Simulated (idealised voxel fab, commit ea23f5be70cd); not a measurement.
Proc. module: voxel ribs on slabs
Cross-section cut: width 210 nm, square cells of 5 nm.
Square cells in a grid make up a cross-section in this document, and the grid is given as bands, listed from the top down, each one or more rows of cells.
Each band's line starts with the height of the band's top and of its bottom, in nm. Then come its materials from left to right, each with its width in nm. One material with "all across" fills the band from edge to edge. "empty" is empty space.
Below 0: as-received wafer, all one material; heights counted from there. Lowest band: no bottom, goes on down, written "from 0 down".
A width given as "30 to 40" starts at the first number in the band's top row and ends at the second number in its bottom row, shifting by an equal amount at every step from row to row.
"remained the same" for a step: no cell of the cross-section changed in that step.
Each empty space that has no open way to the top and spans at least 8 cells appears under "Fully closed voids" as width x height at distance, the distance counted from the left edge, all in nm.
Note: text after step settings on the step line = simulator remark on that step.
Among the settings permitted on a step's line is "overlay nm"; applied to a step with a mask, it specifies the extent to which the mask lay to the right of its planned position, whereas a negative figure signifies a position to the left.
# These are the steps we planned for the process
1. RECEIVE (material Si)
2. DIRECTIONAL_DEP (material SiO2; thk nm 25)
3. DIRECTIONAL_DEP (material SiN; thk nm 25)
4. DIRECTIONAL_DEP (material aC; thk nm 10)
5. PATTERN (tone cover; mask id RIB; material resist; width nm 15; thk nm 25; overlay nm 0)
6. DIRECTIONAL_ETCH (etch materials aC; depth nm 10)
7. STRIP (etch materials resist)
8. DIRECTIONAL_ETCH (etch materials SiN; depth nm 20)
9. STRIP (etch materials aC)
10. PATTERN (tone cover; mask id SLAB; material resist; width nm 45; thk nm 15; overlay nm 0)
11. DIRECTIONAL_ETCH (etch materials SiN; depth nm 5)
12. STRIP (etch materials resist)
13. FILL_DEP (material SiO2; thk nm 20)
14. CMP (height nm 60)
15. DIRECTIONAL_DEP (material W; thk nm 10)
16. MASKED_ETCH (tone cover; mask id HEATER; width nm 25; etch materials W; depth nm 10; overlay nm 0)
17. CONFORMAL_DEP (material SiO2; thk nm 5)
# The following pertains to the first of two wafers, which was processed as planned
# The cross-section here shows the wafer as received, i.e. in its state after step 1
  from 0 down  Si all across
  Fully closed voids: none
# Wafer xsec, post step 2
  from 25 to 0  SiO2 all across
  No changes below 0.
# Wafer xsec, post step 3
  from 50 to 25  SiN all across
  No changes below 25.
# Wafer xsec, post step 4
  from 60 to 50  aC all across
  No changes below 50.
# Wafer xsec, post step 5
  from 85 to 60  empty: 95 | resist: 15 | empty: 100
  No changes below 60.
# Wafer xsec, post step 6
  from 75 to 60  empty: 95 | resist: 15 | empty: 100
  from 60 to 50  empty: 95 | aC: 15 | empty: 100
  No changes below 50.
# Wafer xsec, post step 7
  from 60 to 50  empty: 95 | aC: 15 | empty: 100
  No changes below 50.
# Wafer xsec, post step 8
  from 60 to 50  empty: 95 | aC: 15 | empty: 100
  from 50 to 30  empty: 95 | SiN: 15 | empty: 100
  No changes below 30.
# Wafer xsec, post step 9
  from 50 to 30  empty: 95 | SiN: 15 | empty: 100
  No changes below 30.
# Wafer xsec, post step 10
  from 65 to 50  empty: 80 | resist: 45 | empty: 85
  from 50 to 30  empty: 80 | resist: 15 | SiN: 15 | resist: 15 | empty: 85
  No changes below 30.
# Wafer xsec, post step 11
  from 65 to 50  empty: 80 | resist: 45 | empty: 85
  from 50 to 30  empty: 80 | resist: 15 | SiN: 15 | resist: 15 | empty: 85
  from 30 to 25  empty: 80 | SiN: 45 | empty: 85
  No changes below 25.
# Wafer xsec, post step 12
  from 50 to 30  empty: 95 | SiN: 15 | empty: 100
  No changes below 30.
# Wafer xsec, post step 13
  from 70 to 50  SiO2 all across
  from 50 to 30  SiO2: 95 | SiN: 15 | SiO2: 100
  from 30 to 25  SiO2: 80 | SiN: 45 | SiO2: 85
  No changes below 25.
# Wafer xsec, post step 14
  from 60 to 50  SiO2 all across
  No changes below 50.
# Wafer xsec, post step 15
  from 70 to 60  W all across
  No changes below 60.
# Wafer xsec, post step 16
  from 70 to 60  empty: 90 | W: 25 | empty: 95
  No changes below 60.
# Wafer xsec, post step 17
  from 75 to 70  empty: 85 | SiO2: 35 | empty: 90
  from 70 to 65  empty: 85 | SiO2: 5 | W: 25 | SiO2: 5 | empty: 90
  from 65 to 60  SiO2: 90 | W: 25 | SiO2: 95
  No changes below 60.
# Wafer two: like wafer one in start and plan, but with one mistake in execution; identical up to and including step 15
# Cross-section, second wafer, at the end time the plan gives for step 16
  from 70 to 60  empty: 95 | W: 15 | empty: 100
  No changes below 60.
# Cross-section, second wafer, at the end time the plan gives for step 17
  from 75 to 70  empty: 90 | SiO2: 25 | empty: 95
  from 70 to 65  empty: 90 | SiO2: 5 | W: 15 | SiO2: 5 | empty: 95
  from 65 to 60  SiO2: 95 | W: 15 | SiO2: 100
  No changes below 60.
Plan not followed: not per plan at step 16, really ran MASKED_ETCH (tone cover; mask id HEATER; width nm 15; etch materials W; depth nm 10; overlay nm 0)
Wafer comparison, final, in cells, second relative to first, materials more or fewer: 4 fewer of W
